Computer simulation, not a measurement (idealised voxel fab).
process module | voxel air gaps
cross-section cut | 165 nm wide | cells 5 nm
A cross-section is a grid of square cells, given in bands from the top down. A band is one or more rows of cells.
Each band's line starts with the height of the band's top and of its bottom, in nm. Then come its materials from left to right, each with its width in nm. One material with "throughout" fills the band from edge to edge. "air" is empty space.
Height 0 is the level under which the wafer as received is all one material. The lowest band goes on downwards, as in "0 down".
A width such as "30 to 40" changes by the same amount from each row of cells to the next, from the band's top row to its bottom row.
"no change" after a step means that no cell of the cross-section changed.
closed voids: empty space of 8 cells or more with no open way to the top, each as width x height at its distance from the left edge, in nm
after a step's settings: what the simulator itself notes on the step
overlay nm, on a step with a mask: how far to the right of its planned place the mask lay; to the left if negative
plan
1 op RECEIVE | material Si
2 op CONFORMAL_DEP | material SiO2 | thk nm 15
3 op CONFORMAL_DEP | material SiN | thk nm 5
4 op DIRECTIONAL_DEP | material SiO2 | thk nm 40
5 op PATTERN | tone open | mask id LINES | material resist | width nm 15 | pitch nm 40 | thk nm 15 | overlay nm 0
6 op DIRECTIONAL_ETCH | etch materials SiO2 | depth nm 40
7 op STRIP | etch materials resist
8 op CONFORMAL_DEP | material TiN | thk nm 5
9 op FILL_DEP | material W | thk nm 10
10 op CMP | height nm 60
11 op EPI | material Ru | thk nm 10
12 op SELECTIVE_ETCH | etch materials SiO2 | depth nm 50
13 op CONFORMAL_DEP | material SiCN | thk nm 5
as received, after step 1
  0 down: Si throughout
  closed voids: none
a wafer at the end: this start, this plan, one mistake
  75 to 70: air 15 | SiCN 135 | air 15
  70 to 60: air 15 | SiCN 5 | Ru 125 | SiCN 5 | air 15
  60 to 55: air 15 | SiCN 15 | TiN 5 | W 15 | TiN 5 | SiO2 15 | TiN 5 | W 15 | TiN 5 | SiO2 15 | TiN 5 | W 15 | TiN 5 | SiCN 15 | air 15
  55 to 25: air 25 | SiCN 5 | TiN 5 | W 15 | TiN 5 | SiO2 15 | TiN 5 | W 15 | TiN 5 | SiO2 15 | TiN 5 | W 15 | TiN 5 | SiCN 5 | air 25
  25 to 20: SiCN 30 | TiN 25 | SiO2 15 | TiN 25 | SiO2 15 | TiN 25 | SiCN 30
  20 to 15: SiN throughout
  15 to 0: SiO2 throughout
  0 down: Si throughout
  closed voids: none
what went wrong: step 5 ran as: op PATTERN | tone open | mask id LINES | material resist | width nm 25 | pitch nm 40 | thk nm 15 | overlay nm 0
